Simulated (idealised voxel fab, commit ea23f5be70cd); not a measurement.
process module | voxel wiring stack
cross-section cut | 270 nm wide | cells 5 nm
A cross-section is a grid of square cells, given in bands from the top down. A band is one or more rows of cells.
Each band's line starts with the height of the band's top and of its bottom, in nm. Then come its materials from left to right, each with its width in nm. One material with "throughout" fills the band from edge to edge. "air" is empty space.
Height 0 is the level under which the wafer as received is all one material. The lowest band goes on downwards, as in "0 down".
A width such as "30 to 40" changes by the same amount from each row of cells to the next, from the band's top row to its bottom row.
"no change" after a step means that no cell of the cross-section changed.
closed voids: empty space of 8 cells or more with no open way to the top, each as width x height at its distance from the left edge, in nm
after a step's settings: what the simulator itself notes on the step
overlay nm, on a step with a mask: how far to the right of its planned place the mask lay; to the left if negative
plan
1 op RECEIVE | material Si
2 op CONFORMAL_DEP | material SiO2 | thk nm 15
3 op CONFORMAL_DEP | material SiCN | thk nm 5
4 op DIRECTIONAL_DEP | material SiO2 | thk nm 25
5 op MASKED_ETCH | tone open | mask id METAL_1 | width nm 20 | pitch nm 40 | etch materials SiO2 | depth nm 25 | overlay nm 0
6 op MASKED_ETCH | tone open | mask id METAL_1 | width nm 15 | pitch nm 40 | etch materials SiCN | depth nm 5 | overlay nm 0
7 op CONFORMAL_DEP | material TiN | thk nm 5
8 op FILL_DEP | material Cu | thk nm 5
9 op CMP | height nm 45
10 op EPI | material Ru | thk nm 5
11 op FILL_DEP | material SiCN | thk nm 5
12 op DIRECTIONAL_DEP | material lowk | thk nm 10
13 op MASKED_ETCH | tone open | mask id PLUG_1 | width nm 15 | pitch nm 40 | etch materials lowk | depth nm 10 | overlay nm 0
14 op MASKED_ETCH | tone open | mask id PLUG_1 | width nm 15 | pitch nm 40 | etch materials SiCN | depth nm 5 | overlay nm 0
15 op CONFORMAL_DEP | material TiN | thk nm 5
16 op FILL_DEP | material W | thk nm 10
17 op CMP | height nm 65
18 op DIRECTIONAL_DEP | material TiN | thk nm 5
19 op DIRECTIONAL_DEP | material W | thk nm 25
20 op MASKED_ETCH | tone cover | mask id METAL_2 | width nm 20 | pitch nm 40 | etch materials W | depth nm 25 | overlay nm 0
21 op MASKED_ETCH | tone cover | mask id METAL_2 | width nm 20 | pitch nm 40 | etch materials TiN | depth nm 5 | overlay nm 0
22 op CONFORMAL_DEP | material SiCN | thk nm 5
23 op FILL_DEP | material lowk | thk nm 10
24 op CMP | height nm 95
25 op CONFORMAL_DEP | material SiCN | thk nm 5
varied across the wafers: width nm of step 6. The plan shows the first wafer's value. All wafers start alike
first wafer as received, after step 1
  0 down: Si throughout
  closed voids: none
first wafer at the end, after step 25
  100 to 95: SiCN throughout
  95 to 70: lowk 100 | SiCN 5 | W 20 | SiCN 5 | lowk 10 | SiCN 5 | W 20 | SiCN 5 | lowk 100
  70 to 65: SiCN 105 | TiN 20 | SiCN 20 | TiN 20 | SiCN 105
  65 to 55: lowk 105 | TiN 5 | W 5 | TiN 5 | lowk 25 | TiN 5 | W 5 | TiN 5 | lowk 110
  55 to 50: SiCN 105 | TiN 15 | SiCN 25 | TiN 15 | SiCN 110
  50 to 45: SiCN 100 | Ru 30 | SiCN 10 | Ru 30 | SiCN 100
  45 to 25: SiO2 105 | TiN 5 | Cu 10 | TiN 5 | SiO2 20 | TiN 5 | Cu 10 | TiN 5 | SiO2 105
  25 to 20: SiO2 105 | TiN 10 | Cu 5 | TiN 5 | SiO2 20 | TiN 10 | Cu 5 | TiN 5 | SiO2 105
  20 to 15: SiCN 110 | TiN 15 | SiCN 25 | TiN 15 | SiCN 105
  15 to 0: SiO2 throughout
  0 down: Si throughout
  closed voids: none
last wafer at the end
  100 to 95: SiCN throughout
  95 to 70: lowk 100 | SiCN 5 | W 20 | SiCN 5 | lowk 10 | SiCN 5 | W 20 | SiCN 5 | lowk 100
  70 to 65: SiCN 105 | TiN 20 | SiCN 20 | TiN 20 | SiCN 105
  65 to 55: lowk 105 | TiN 5 | W 5 | TiN 5 | lowk 25 | TiN 5 | W 5 | TiN 5 | lowk 110
  55 to 50: SiCN 105 | TiN 15 | SiCN 25 | TiN 15 | SiCN 110
  50 to 45: SiCN 100 | Ru 30 | SiCN 10 | Ru 30 | SiCN 100
  45 to 20: SiO2 105 | TiN 5 | Cu 10 | TiN 5 | SiO2 20 | TiN 5 | Cu 10 | TiN 5 | SiO2 105
  20 to 15: SiCN 105 | TiN 20 | SiCN 20 | TiN 20 | SiCN 105
  15 to 0: SiO2 throughout
  0 down: Si throughout
  closed voids: none
each wafer at the end: cells of each material gained (+) or lost (-) since it was received, then its closed voids
width nm 15 | +18 Cu | +12 Ru | +258 SiCN | +392 SiO2 | +50 TiN | +44 W | +306 lowk | closed voids: none
width nm 20 | +20 Cu | +12 Ru | +256 SiCN | +392 SiO2 | +50 TiN | +44 W | +306 lowk | closed voids: none
width nm 25 | +20 Cu | +12 Ru | +256 SiCN | +392 SiO2 | +50 TiN | +44 W | +306 lowk | closed voids: none
